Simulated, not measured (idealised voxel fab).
voxel lift off: a process module
cross-section cut | 280 nm wide | cells 5 nm
Just so we're on the same page, the cross-sections are grids of square cells, and they're listed out in bands top to bottom, each band one or more rows deep.
Top height, bottom height, nm. Materials left to right, width each, nm. Single material + "edge to edge" = fills band edge to edge. "air" = empty.
Heights are reckoned from 0. Under this level, the received wafer is all of one material. The bottommost band is open-ended downward, for example "from 0 down".
You'd read "30..40" like this: the band's top row of cells is as wide as the first number, its bottom row is as wide as the second, and going down, every row changes width by the same amount as the row before did.
"nothing was modified" (step): cross-section cells unchanged, all of them.
"Enclosed void list" means: voids of 8 cells or more that are shut off from the top with no open way through. Written width x height at distance, distance from the left edge, in nm.
Read whatever lies past the settings on a step's line as the simulator's own remark about the step.
overlay nm: right-of-plan distance of the mask on a masked step; negative values mean left-of-plan.

Plan
- 1: RECEIVE,material Si
- 2: CONFORMAL_DEP,material SiO2,thk nm 10
- 3: PATTERN,tone open,mask id LINES,material resist,width nm 25,pitch nm 40,thk nm 20,overlay nm 0
- 4: DIRECTIONAL_DEP,material Ru,thk nm 5
- 5: STRIP,etch materials resist
- 6: CONFORMAL_DEP,material SiCN,thk nm 5

As received, after step 1
- from 0 down | Si edge to edge
- Enclosed void list: none

First of two wafers at the end of the module, shown in cross-section; run carried out as planned
- from 20 to 15 | air=100, then SiCN=35, then air=5, then SiCN=35, then air=105
- from 15 to 10 | SiCN=105, then Ru=25, then SiCN=15, then Ru=25, then SiCN=110
- from 10 to 0 | SiO2 edge to edge
- from 0 down | Si edge to edge
- Enclosed void list: none

Cross-section of the latter of the two wafers at module completion. It had an identical start and an identical plan to the former; in running it, one mistake was made
- from 20 to 15 | air=105, then SiCN=35, then air=5, then SiCN=35, then air=100
- from 15 to 10 | SiCN=110, then Ru=25, then SiCN=15, then Ru=25, then SiCN=105
- from 10 to 0 | SiO2 edge to edge
- from 0 down | Si edge to edge
- Enclosed void list: none
Run error: the process deviated at step 3: the operation and settings actually run there were PATTERN,tone open,mask id LINES,material resist,width nm 25,pitch nm 40,thk nm 20,overlay nm 5
So at the finish, the second wafer's got exactly as many cells of each material as the first, just not in the same spots.
